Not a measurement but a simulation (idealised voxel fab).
process module | voxel transistor to metal
cross-section cut | 275 nm wide | cells 5 nm
A cross-section is a grid of square cells, given in bands from the top down. A band is one or more rows of cells.
Each band's line starts with the height of the band's top and of its bottom, in nm. Then come its materials from left to right, each with its width in nm. One material with "throughout" fills the band from edge to edge. "air" is empty space.
Height 0 is the level under which the wafer as received is all one material. The lowest band goes on downwards, as in "0 down".
A width such as "30 to 40" changes by the same amount from each row of cells to the next, from the band's top row to its bottom row.
"no change" after a step means that no cell of the cross-section changed.
closed voids: empty space of 8 cells or more with no open way to the top, each as width x height at its distance from the left edge, in nm
after a step's settings: what the simulator itself notes on the step
overlay nm, on a step with a mask: how far to the right of its planned place the mask lay; to the left if negative
plan
1 op RECEIVE | material Si
2 op OXIDIZE | depth nm 5
3 op CONFORMAL_DEP | material SiN | thk nm 10
4 op PATTERN | tone cover | mask id ACTIVE | material resist | width nm 105 | pitch nm 135 | thk nm 20 | overlay nm 0
5 op DIRECTIONAL_ETCH | etch materials SiN | depth nm 10
6 op DIRECTIONAL_ETCH | etch materials SiO2 | depth nm 5
7 op DIRECTIONAL_ETCH | etch materials Si | depth nm 35
8 op STRIP | etch materials resist
9 op FILL_DEP | material SiO2 | thk nm 15
10 op CMP | height nm 10
11 op SELECTIVE_ETCH | etch materials SiO2 | depth nm 5
12 op STRIP | etch materials SiN
13 op SELECTIVE_ETCH | etch materials SiO2 | depth nm 5
14 op OXIDIZE | depth nm 5
15 op DIRECTIONAL_DEP | material polySi | thk nm 30
16 op DIRECTIONAL_DEP | material SiCN | thk nm 15
17 op PATTERN | tone cover | mask id GATE | material resist | width nm 35 | pitch nm 135 | thk nm 15 | overlay nm 0
18 op DIRECTIONAL_ETCH | etch materials SiCN | depth nm 25
19 op DIRECTIONAL_ETCH | etch materials polySi | depth nm 40
20 op STRIP | etch materials resist
21 op CONFORMAL_DEP | material SiO2 | thk nm 5
22 op DIRECTIONAL_ETCH | etch materials SiO2 | depth nm 5
23 op CONFORMAL_DEP | material SiN | thk nm 5
24 op DIRECTIONAL_ETCH | etch materials SiN | depth nm 5
25 op DIRECTIONAL_ETCH | etch materials SiO2 | depth nm 5
26 op DIRECTIONAL_ETCH | etch materials Si | depth nm 10
27 op EPI | material nSi | thk nm 10
28 op FILL_DEP | material SiO2 | thk nm 10
29 op CMP | height nm 25
30 op STRIP | etch materials polySi
31 op SELECTIVE_ETCH | etch materials SiO2 | depth nm 5
32 op CONFORMAL_DEP | material HfO2 | thk nm 5
33 op CONFORMAL_DEP | material TiN | thk nm 5
34 op FILL_DEP | material W | thk nm 10
35 op CMP | height nm 20
36 op DIRECTIONAL_DEP | material SiO2 | thk nm 10
37 op PATTERN | tone open | mask id CONTACT | material resist | width nm 15 | thk nm 15 | overlay nm 0
38 op DIRECTIONAL_ETCH | etch materials SiO2 | depth nm 30
39 op STRIP | etch materials resist
40 op CONFORMAL_DEP | material TiN | thk nm 5
41 op FILL_DEP | material W | thk nm 10
42 op CMP | height nm 30
43 op DIRECTIONAL_DEP | material TiN | thk nm 5
44 op DIRECTIONAL_DEP | material Ru | thk nm 25
45 op DIRECTIONAL_DEP | material aC | thk nm 15
46 op PATTERN | tone cover | mask id METAL_1 | material resist | width nm 15 | thk nm 35 | overlay nm 0
47 op DIRECTIONAL_ETCH | etch materials aC | depth nm 15
48 op STRIP | etch materials resist
49 op DIRECTIONAL_ETCH | etch materials Ru | depth nm 25
50 op DIRECTIONAL_ETCH | etch materials TiN | depth nm 5
51 op STRIP | etch materials aC
52 op FILL_DEP | material SiO2 | thk nm 5
53 op CMP | height nm 60
54 op CONFORMAL_DEP | material SiCN | thk nm 5
55 op DIRECTIONAL_DEP | material SiO2 | thk nm 30
56 op MASKED_ETCH | tone open | mask id METAL_2 | width nm 15 | pitch nm 135 | etch materials SiO2 | depth nm 15 | overlay nm 0
57 op DIRECTIONAL_DEP | material aC | thk nm 15
58 op PATTERN | tone open | mask id METAL_2_HOLES | material resist | width nm 15 | pitch nm 135 | thk nm 30 | overlay nm 0
59 op DIRECTIONAL_ETCH | etch materials aC | depth nm 15
60 op STRIP | etch materials resist
61 op DIRECTIONAL_ETCH | etch materials SiO2 | depth nm 15
62 op DIRECTIONAL_ETCH | etch materials SiCN | depth nm 5
63 op STRIP | etch materials aC
64 op CONFORMAL_DEP | material TiN | thk nm 5
65 op FILL_DEP | material Cu | thk nm 10
66 op CMP | height nm 95
67 op CONFORMAL_DEP | material SiN | thk nm 5
as received, after step 1
  0 down: Si throughout
  closed voids: none
first wafer at the end, as planned
  100 to 95: SiN throughout
  95 to 65: SiO2 20 | TiN 5 | Cu 5 | TiN 5 | SiO2 120 | TiN 5 | Cu 5 | TiN 5 | SiO2 105
  65 to 60: SiCN 20 | TiN 15 | SiCN 120 | TiN 15 | SiCN 105
  60 to 35: SiO2 20 | Ru 15 | SiO2 65 | Ru 15 | SiO2 40 | Ru 15 | SiO2 65 | Ru 15 | SiO2 25
  35 to 30: SiO2 20 | TiN 15 | SiO2 65 | TiN 15 | SiO2 40 | TiN 15 | SiO2 65 | TiN 15 | SiO2 25
  30 to 20: SiO2 20 | TiN 5 | W 5 | TiN 5 | SiO2 65 | TiN 5 | W 5 | TiN 5 | SiO2 40 | TiN 5 | W 5 | TiN 5 | SiO2 65 | TiN 5 | W 5 | TiN 5 | SiO2 25
  20 to 5: SiO2 20 | TiN 5 | W 5 | TiN 5 | SiO2 5 | SiN 5 | HfO2 5 | TiN 5 | W 25 | TiN 5 | HfO2 5 | SiN 5 | SiO2 5 | TiN 5 | W 5 | TiN 5 | SiO2 40 | TiN 5 | W 5 | TiN 5 | SiO2 5 | SiN 5 | HfO2 5 | TiN 5 | W 25 | TiN 5 | HfO2 5 | SiN 5 | SiO2 5 | TiN 5 | W 5 | TiN 5 | SiO2 25
  5 to 0: SiO2 20 | TiN 15 | SiO2 5 | SiN 5 | HfO2 5 | TiN 5 | W 25 | TiN 5 | HfO2 5 | SiN 5 | SiO2 5 | TiN 15 | SiO2 40 | TiN 15 | SiO2 5 | SiN 5 | HfO2 5 | TiN 5 | W 25 | TiN 5 | HfO2 5 | SiN 5 | SiO2 5 | TiN 15 | SiO2 25
  0 to -5: SiO2 15 | SiN 5 | nSi 20 | SiN 5 | HfO2 5 | TiN 35 | HfO2 5 | SiN 5 | nSi 20 | SiN 5 | SiO2 30 | SiN 5 | nSi 20 | SiN 5 | HfO2 5 | TiN 35 | HfO2 5 | SiN 5 | nSi 20 | SiN 5 | SiO2 20
  -5 to -10: SiO2 20 | nSi 20 | SiO2 5 | HfO2 45 | SiO2 5 | nSi 20 | SiO2 40 | nSi 20 | SiO2 5 | HfO2 45 | SiO2 5 | nSi 20 | SiO2 25
  -10 to -20: SiO2 15 | Si 5 | nSi 20 | Si 55 | nSi 20 | Si 5 | SiO2 30 | Si 5 | nSi 20 | Si 55 | nSi 20 | Si 5 | SiO2 20
  -20 to -40: SiO2 15 | Si 105 | SiO2 30 | Si 105 | SiO2 20
  -40 down: Si throughout
  closed voids: none
second wafer at the end: like start, like plan, one mistake
  100 to 95: SiN throughout
  95 to 65: SiO2 20 | TiN 5 | Cu 5 | TiN 5 | SiO2 120 | TiN 5 | Cu 5 | TiN 5 | SiO2 105
  65 to 60: SiCN 20 | TiN 15 | SiCN 120 | TiN 15 | SiCN 105
  60 to 35: SiO2 20 | Ru 15 | SiO2 65 | Ru 15 | SiO2 40 | Ru 15 | SiO2 65 | Ru 15 | SiO2 25
  35 to 30: SiO2 20 | TiN 15 | SiO2 65 | TiN 15 | SiO2 40 | TiN 15 | SiO2 65 | TiN 15 | SiO2 25
  30 to 20: SiO2 20 | TiN 5 | W 5 | TiN 5 | SiO2 65 | TiN 5 | W 5 | TiN 5 | SiO2 40 | TiN 5 | W 5 | TiN 5 | SiO2 65 | TiN 5 | W 5 | TiN 5 | SiO2 25
  20 to 5: SiO2 20 | TiN 5 | W 5 | TiN 5 | SiO2 5 | SiN 5 | TiN 5 | W 35 | TiN 5 | SiN 5 | SiO2 5 | TiN 5 | W 5 | TiN 5 | SiO2 40 | TiN 5 | W 5 | TiN 5 | SiO2 5 | SiN 5 | TiN 5 | W 35 | TiN 5 | SiN 5 | SiO2 5 | TiN 5 | W 5 | TiN 5 | SiO2 25
  5 to 0: SiO2 20 | TiN 15 | SiO2 5 | SiN 5 | TiN 5 | W 35 | TiN 5 | SiN 5 | SiO2 5 | TiN 15 | SiO2 40 | TiN 15 | SiO2 5 | SiN 5 | TiN 5 | W 35 | TiN 5 | SiN 5 | SiO2 5 | TiN 15 | SiO2 25
  0 to -5: SiO2 15 | SiN 5 | nSi 20 | SiN 5 | TiN 5 | W 35 | TiN 5 | SiN 5 | nSi 20 | SiN 5 | SiO2 30 | SiN 5 | nSi 20 | SiN 5 | TiN 5 | W 35 | TiN 5 | SiN 5 | nSi 20 | SiN 5 | SiO2 20
  -5 to -10: SiO2 20 | nSi 20 | SiO2 5 | TiN 45 | SiO2 5 | nSi 20 | SiO2 40 | nSi 20 | SiO2 5 | TiN 45 | SiO2 5 | nSi 20 | SiO2 25
  -10 to -20: SiO2 15 | Si 5 | nSi 20 | Si 55 | nSi 20 | Si 5 | SiO2 30 | Si 5 | nSi 20 | Si 55 | nSi 20 | Si 5 | SiO2 20
  -20 to -40: SiO2 15 | Si 105 | SiO2 30 | Si 105 | SiO2 20
  -40 down: Si throughout
  closed voids: none
what went wrong: step 32 was left out
at the end the second wafer has, in cells: 38 fewer of HfO2 | 8 more of TiN | 30 more of W
